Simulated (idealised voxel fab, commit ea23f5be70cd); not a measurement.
Name of the process module below: voxel self aligned vias
Section cut is 250 nm wide and gridded with 5 nm square cells.
Cross-section format: a grid of square cells, given as bands from top to bottom; each band is one or more rows of cells. For a band, the entry starts with two heights in nm, that of the top and then that of the bottom, and carries on with the band's materials in order from left to right, each alongside its width in nm; the word "all across" beside a single material means it fills the band edge to edge, and "air" means empty space. All heights in this document are referenced to 0, defined as the level beneath which the wafer, as received, consists entirely of one material. The lowest band is not bounded below; it extends indefinitely downward and is written in the form "0 -> down". Read "30 to 40" as a graded width: first number on top, second number at the bottom, same change between each pair of neighbouring rows. "same as before", as given for a step, is the statement that not any cell of the cross-section underwent a change during that step. "Catalogued sealed voids" - sealed voids, min. 8 cells, no opening to top; format: width x height at distance (distance from left edge; nm throughout). Read whatever lies past the settings on a step's line as the simulator's own remark about the step. overlay nm, on a step with a mask: how far to the right of its planned place the mask lay; to the left if negative.

Planned process steps
1) op RECEIVE | material Si
2) op CONFORMAL_DEP | material SiO2 | thk nm 15
3) op CONFORMAL_DEP | material SiCN | thk nm 5
4) op DIRECTIONAL_DEP | material SiO2 | thk nm 30
5) op PATTERN | tone open | mask id LINES | material resist | width nm 30 | pitch nm 65 | thk nm 15 | overlay nm 0
6) op DIRECTIONAL_ETCH | etch materials SiO2 | depth nm 30
7) op STRIP | etch materials resist
8) op CONFORMAL_DEP | material TiN | thk nm 5
9) op FILL_DEP | material Ru | thk nm 5
10) op CMP | height nm 50
11) op SELECTIVE_ETCH | etch materials W Ru TiN | depth nm 5
12) op FILL_DEP | material SiN | thk nm 10
13) op CMP | height nm 50
14) op DIRECTIONAL_DEP | material SiO2 | thk nm 15
15) op MASKED_ETCH | tone open | mask id VIAS | width nm 50 | pitch nm 65 | etch materials SiO2 | depth nm 15 | overlay nm 0
16) op MASKED_ETCH | tone open | mask id VIAS | width nm 50 | pitch nm 65 | etch materials SiN | depth nm 5 | overlay nm 0
17) op CONFORMAL_DEP | material TiN | thk nm 5
18) op FILL_DEP | material W | thk nm 10
19) op CMP | height nm 65
20) op CONFORMAL_DEP | material SiN | thk nm 5

On the first of the two wafers: run conducted according to plan

Wafer as received: cross-section following step 1
	0 -> down  Si all across
	Catalogued sealed voids: none

Cross-section through the wafer, step 2 finished
	15 -> 0  SiO2 all across
	Below 0 it's all the same as before, nothing changed down there.

Cross-section through the wafer, step 3 finished
	20 -> 15  SiCN all across
	Below 15 it's all the same as before, nothing changed down there.

Cross-section through the wafer, step 4 finished
	50 -> 20  SiO2 all across
	Below 20 it's all the same as before, nothing changed down there.

Cross-section through the wafer, step 5 finished
	65 -> 50  75 resist / 30 air / 35 resist / 30 air / 80 resist
	Below 50 it's all the same as before, nothing changed down there.

Cross-section through the wafer, step 6 finished
	65 -> 50  75 resist / 30 air / 35 resist / 30 air / 80 resist
	50 -> 20  75 SiO2 / 30 air / 35 SiO2 / 30 air / 80 SiO2
	Below 20 it's all the same as before, nothing changed down there.

Cross-section through the wafer, step 7 finished
	50 -> 20  75 SiO2 / 30 air / 35 SiO2 / 30 air / 80 SiO2
	Below 20 it's all the same as before, nothing changed down there.

Cross-section through the wafer, step 8 finished
	55 -> 50  80 TiN / 20 air / 45 TiN / 20 air / 85 TiN
	50 -> 25  75 SiO2 / 5 TiN / 20 air / 5 TiN / 35 SiO2 / 5 TiN / 20 air / 5 TiN / 80 SiO2
	25 -> 20  75 SiO2 / 30 TiN / 35 SiO2 / 30 TiN / 80 SiO2
	Below 20 it's all the same as before, nothing changed down there.

Cross-section through the wafer, step 9 finished
	60 -> 55  Ru all across
	55 -> 50  80 TiN / 20 Ru / 45 TiN / 20 Ru / 85 TiN
	50 -> 25  75 SiO2 / 5 TiN / 20 Ru / 5 TiN / 35 SiO2 / 5 TiN / 20 Ru / 5 TiN / 80 SiO2
	Below 25 it's all the same as before, nothing changed down there.

Cross-section through the wafer, step 10 finished
	50 -> 25  75 SiO2 / 5 TiN / 20 Ru / 5 TiN / 35 SiO2 / 5 TiN / 20 Ru / 5 TiN / 80 SiO2
	Below 25 it's all the same as before, nothing changed down there.

Cross-section through the wafer, step 11 finished
	50 -> 45  75 SiO2 / 30 air / 35 SiO2 / 30 air / 80 SiO2
	Below 45 it's all the same as before, nothing changed down there.

Cross-section through the wafer, step 12 finished
	60 -> 50  SiN all across
	50 -> 45  75 SiO2 / 30 SiN / 35 SiO2 / 30 SiN / 80 SiO2
	Below 45 it's all the same as before, nothing changed down there.

Cross-section through the wafer, step 13 finished
	50 -> 45  75 SiO2 / 30 SiN / 35 SiO2 / 30 SiN / 80 SiO2
	Below 45 it's all the same as before, nothing changed down there.

Cross-section through the wafer, step 14 finished
	65 -> 50  SiO2 all across
	Below 50 it's all the same as before, nothing changed down there.

Cross-section through the wafer, step 15 finished
	65 -> 50  65 SiO2 / 50 air / 15 SiO2 / 50 air / 70 SiO2
	Below 50 it's all the same as before, nothing changed down there.

Cross-section through the wafer, step 16 finished
	65 -> 50  65 SiO2 / 50 air / 15 SiO2 / 50 air / 70 SiO2
	50 -> 45  75 SiO2 / 30 air / 35 SiO2 / 30 air / 80 SiO2
	Below 45 it's all the same as before, nothing changed down there.

Cross-section through the wafer, step 17 finished
	70 -> 65  70 TiN / 40 air / 25 TiN / 40 air / 75 TiN
	65 -> 55  65 SiO2 / 5 TiN / 40 air / 5 TiN / 15 SiO2 / 5 TiN / 40 air / 5 TiN / 70 SiO2
	55 -> 50  65 SiO2 / 15 TiN / 20 air / 15 TiN / 15 SiO2 / 15 TiN / 20 air / 15 TiN / 70 SiO2
	50 -> 45  75 SiO2 / 30 TiN / 35 SiO2 / 30 TiN / 80 SiO2
	Below 45 it's all the same as before, nothing changed down there.

Cross-section through the wafer, step 18 finished
	80 -> 70  W all across
	70 -> 65  70 TiN / 40 W / 25 TiN / 40 W / 75 TiN
	65 -> 55  65 SiO2 / 5 TiN / 40 W / 5 TiN / 15 SiO2 / 5 TiN / 40 W / 5 TiN / 70 SiO2
	55 -> 50  65 SiO2 / 15 TiN / 20 W / 15 TiN / 15 SiO2 / 15 TiN / 20 W / 15 TiN / 70 SiO2
	Below 50 it's all the same as before, nothing changed down there.

Cross-section through the wafer, step 19 finished
	65 -> 55  65 SiO2 / 5 TiN / 40 W / 5 TiN / 15 SiO2 / 5 TiN / 40 W / 5 TiN / 70 SiO2
	Below 55 it's all the same as before, nothing changed down there.

Cross-section through the wafer, step 20 finished
	70 -> 65  SiN all across
	Below 65 it's all the same as before, nothing changed down there.

Regarding the second of the two wafers: it shared the first wafer's starting condition and process plan, yet one error occurred during its execution. Its history coincides with that of the first wafer up to and including step 4

Second wafer cross-section, taken as of the time the plan sets for step 5 to be done
	65 -> 50  75 resist / 35 air / 30 resist / 35 air / 75 resist
	Below 50 it's all the same as before, nothing changed down there.

Second wafer cross-section, taken as of the time the plan sets for step 6 to be done
	65 -> 50  75 resist / 35 air / 30 resist / 35 air / 75 resist
	50 -> 20  75 SiO2 / 35 air / 30 SiO2 / 35 air / 75 SiO2
	Below 20 it's all the same as before, nothing changed down there.

Second wafer cross-section, taken as of the time the plan sets for step 7 to be done
	50 -> 20  75 SiO2 / 35 air / 30 SiO2 / 35 air / 75 SiO2
	Below 20 it's all the same as before, nothing changed down there.

Second wafer cross-section, taken as of the time the plan sets for step 8 to be done
	55 -> 50  80 TiN / 25 air / 40 TiN / 25 air / 80 TiN
	50 -> 25  75 SiO2 / 5 TiN / 25 air / 5 TiN / 30 SiO2 / 5 TiN / 25 air / 5 TiN / 75 SiO2
	25 -> 20  75 SiO2 / 35 TiN / 30 SiO2 / 35 TiN / 75 SiO2
	Below 20 it's all the same as before, nothing changed down there.

Second wafer cross-section, taken as of the time the plan sets for step 9 to be done
	60 -> 55  Ru all across
	55 -> 50  80 TiN / 25 Ru / 40 TiN / 25 Ru / 80 TiN
	50 -> 25  75 SiO2 / 5 TiN / 25 Ru / 5 TiN / 30 SiO2 / 5 TiN / 25 Ru / 5 TiN / 75 SiO2
	Below 25 it's all the same as before, nothing changed down there.

Second wafer cross-section, taken as of the time the plan sets for step 10 to be done
	50 -> 25  75 SiO2 / 5 TiN / 25 Ru / 5 TiN / 30 SiO2 / 5 TiN / 25 Ru / 5 TiN / 75 SiO2
	Below 25 it's all the same as before, nothing changed down there.

Second wafer cross-section, taken as of the time the plan sets for step 11 to be done
	50 -> 45  75 SiO2 / 35 air / 30 SiO2 / 35 air / 75 SiO2
	Below 45 it's all the same as before, nothing changed down there.

Second wafer cross-section, taken as of the time the plan sets for step 12 to be done
	60 -> 50  SiN all across
	50 -> 45  75 SiO2 / 35 SiN / 30 SiO2 / 35 SiN / 75 SiO2
	Below 45 it's all the same as before, nothing changed down there.

Second wafer cross-section, taken as of the time the plan sets for step 13 to be done
	50 -> 45  75 SiO2 / 35 SiN / 30 SiO2 / 35 SiN / 75 SiO2
	Below 45 it's all the same as before, nothing changed down there.

Second wafer cross-section, taken as of the time the plan sets for step 14 to be done
	65 -> 50  SiO2 all across
	Below 50 it's all the same as before, nothing changed down there.

Second wafer cross-section, taken as of the time the plan sets for step 15 to be done
	65 -> 50  65 SiO2 / 50 air / 15 SiO2 / 50 air / 70 SiO2
	Below 50 it's all the same as before, nothing changed down there.

Second wafer cross-section, taken as of the time the plan sets for step 16 to be done
	65 -> 50  65 SiO2 / 50 air / 15 SiO2 / 50 air / 70 SiO2
	50 -> 45  75 SiO2 / 35 air / 30 SiO2 / 35 air / 75 SiO2
	Below 45 it's all the same as before, nothing changed down there.

Second wafer cross-section, taken as of the time the plan sets for step 17 to be done
	70 -> 65  70 TiN / 40 air / 25 TiN / 40 air / 75 TiN
	65 -> 55  65 SiO2 / 5 TiN / 40 air / 5 TiN / 15 SiO2 / 5 TiN / 40 air / 5 TiN / 70 SiO2
	55 -> 50  65 SiO2 / 15 TiN / 25 air / 10 TiN / 15 SiO2 / 15 TiN / 25 air / 10 TiN / 70 SiO2
	50 -> 45  75 SiO2 / 35 TiN / 30 SiO2 / 35 TiN / 75 SiO2
	Below 45 it's all the same as before, nothing changed down there.

Second wafer cross-section, taken as of the time the plan sets for step 18 to be done
	80 -> 70  W all across
	70 -> 65  70 TiN / 40 W / 25 TiN / 40 W / 75 TiN
	65 -> 55  65 SiO2 / 5 TiN / 40 W / 5 TiN / 15 SiO2 / 5 TiN / 40 W / 5 TiN / 70 SiO2
	55 -> 50  65 SiO2 / 15 TiN / 25 W / 10 TiN / 15 SiO2 / 15 TiN / 25 W / 10 TiN / 70 SiO2
	Below 50 it's all the same as before, nothing changed down there.

Second wafer cross-section, taken as of the time the plan sets for step 19 to be done
	65 -> 55  65 SiO2 / 5 TiN / 40 W / 5 TiN / 15 SiO2 / 5 TiN / 40 W / 5 TiN / 70 SiO2
	Below 55 it's all the same as before, nothing changed down there.

Second wafer cross-section, taken as of the time the plan sets for step 20 to be done
	70 -> 65  SiN all across
	Below 65 it's all the same as before, nothing changed down there.
Error vs. plan: step 5 changed vs plan, executed as op PATTERN | tone open | mask id LINES | material resist | width nm 35 | pitch nm 65 | thk nm 15 | overlay nm 0
Materials where the second wafer ends with more or fewer cells than the first: Ru: 8 more; SiO2: 12 fewer; TiN: 2 more; W: 2 more
